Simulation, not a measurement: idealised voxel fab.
The process module that follows is named voxel air gaps.
The figure presents cross-section cut, which has a width of 240 nm and is divided into square cells with an edge length of 5 nm.
Cross-section spec: square-cell grid; bands listed top down; each band is one or more rows.
This entry defines a band. It first specifies the height of the band's top and the height of its bottom in nm, and then specifies the band's materials from left to right, stating each material with its width in nm. The word "throughout" identifies a single material that fills the band from edge to edge, while the word "air" identifies empty space.
Ref level 0: as-received wafer is one material below here. Bottom band extends down with no lower bound ("z 0 and below").
It should be noted that a width expressed as "30 to 40" varies in equal increments from row to row of cells within the band, taking the value of the first number at the top row and that of the second number at the bottom row.
Given "no modification" for a step, no cell of the cross-section differs between before and after that step.
"Entrapped voids" - sealed voids, min. 8 cells, no opening to top; format: width x height at distance (distance from left edge; nm throughout).
Formally, on a step line, whatever follows the settings is a remark that the simulator itself makes on the step.
overlay nm: mask offset rightward from planned place, masked step; negative means leftward offset.
**Planned process steps**
1 RECEIVE | material Si
2 CONFORMAL_DEP | material SiO2 | thk nm 10
3 CONFORMAL_DEP | material SiCN | thk nm 5
4 DIRECTIONAL_DEP | material lowk | thk nm 35
5 DIRECTIONAL_DEP | material aC | thk nm 15
6 PATTERN | tone open | mask id LINES | material resist | width nm 25 | pitch nm 50 | thk nm 35 | overlay nm 0
7 DIRECTIONAL_ETCH | etch materials aC | depth nm 15
8 STRIP | etch materials resist
9 DIRECTIONAL_ETCH | etch materials lowk | depth nm 35
10 STRIP | etch materials aC
11 CONFORMAL_DEP | material TiN | thk nm 5
12 FILL_DEP | material Cu | thk nm 10
13 CMP | height nm 50
14 EPI | material Ru | thk nm 10
15 SELECTIVE_ETCH | etch materials lowk | depth nm 45
16 CONFORMAL_DEP | material SiCN | thk nm 5
**Wafer at receipt (post step 1), cross-section**
* z 0 and below = Si throughout
* Entrapped voids: none
**What the wafer looks like in cross-section after this module, when it starts as shown above and follows the plan above but one mistake is made in running it**
* z 65 to 60 = air 15, SiCN 205, air 20
* z 60 to 50 = air 15, SiCN 5, Ru 45, SiCN 5, Ru 45, SiCN 5, Ru 45, SiCN 5, Ru 45, SiCN 5, air 20
* z 50 to 45 = air 15, SiCN 15, Ru 5, Cu 15, Ru 5, SiCN 25, Ru 5, Cu 15, Ru 5, SiCN 25, Ru 5, Cu 15, Ru 5, SiCN 25, Ru 5, Cu 15, Ru 5, SiCN 15, air 20
* z 45 to 20 = air 25, SiCN 5, Ru 5, Cu 15, Ru 5, SiCN 5, air 15, SiCN 5, Ru 5, Cu 15, Ru 5, SiCN 5, air 15, SiCN 5, Ru 5, Cu 15, Ru 5, SiCN 5, air 15, SiCN 5, Ru 5, Cu 15, Ru 5, SiCN 5, air 30
* z 20 to 15 = SiCN 30, Ru 25, SiCN 25, Ru 25, SiCN 25, Ru 25, SiCN 25, Ru 25, SiCN 35
* z 15 to 10 = SiCN throughout
* z 10 to 0 = SiO2 throughout
* z 0 and below = Si throughout
* Entrapped voids: 15 x 25 at 60; 15 x 25 at 110; 15 x 25 at 160
Error vs. plan: step 11 did not use the planned setting and instead ran as CONFORMAL_DEP | material Ru | thk nm 5
